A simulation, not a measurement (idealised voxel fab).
process module | voxel fin reveal
cross-section cut | 215 nm wide | cells 5 nm
A cross-section is a grid of square cells, given in bands from the top down. A band is one or more rows of cells.
Each band's line starts with the height of the band's top and of its bottom, in nm. Then come its materials from left to right, each with its width in nm. One material with "throughout" fills the band from edge to edge. "air" is empty space.
Height 0 is the level under which the wafer as received is all one material. The lowest band goes on downwards, as in "0 down".
A width such as "30 to 40" changes by the same amount from each row of cells to the next, from the band's top row to its bottom row.
"no change" after a step means that no cell of the cross-section changed.
closed voids: empty space of 8 cells or more with no open way to the top, each as width x height at its distance from the left edge, in nm
after a step's settings: what the simulator itself notes on the step
overlay nm, on a step with a mask: how far to the right of its planned place the mask lay; to the left if negative
plan
1 op RECEIVE | material Si
2 op CONFORMAL_DEP | material SiN | thk nm 10
3 op MASKED_ETCH | tone cover | mask id FINS | width nm 15 | pitch nm 35 | etch materials SiN | depth nm 10 | overlay nm 0
4 op MASKED_ETCH | tone cover | mask id FINS | width nm 15 | pitch nm 35 | etch materials Si | depth nm 35 | overlay nm 0
5 op FILL_DEP | material SiO2 | thk nm 10
6 op CMP | height nm 10
7 op SELECTIVE_ETCH | etch materials SiO2 | depth nm 20
8 op STRIP | etch materials SiN
9 op CONFORMAL_DEP | material SiO2 | thk nm 5
as received, after step 1
  0 down: Si throughout
  closed voids: none
a wafer at the end: this start, this plan, one mistake
  5 to 0: air 75 | SiO2 25 | air 10 | SiO2 25 | air 80
  0 to -5: air 75 | SiO2 5 | Si 15 | SiO2 5 | air 10 | SiO2 5 | Si 15 | SiO2 5 | air 80
  -5 to -70: SiO2 80 | Si 15 | SiO2 20 | Si 15 | SiO2 85
  -70 down: Si throughout
  closed voids: none
what went wrong: step 4 was run twice
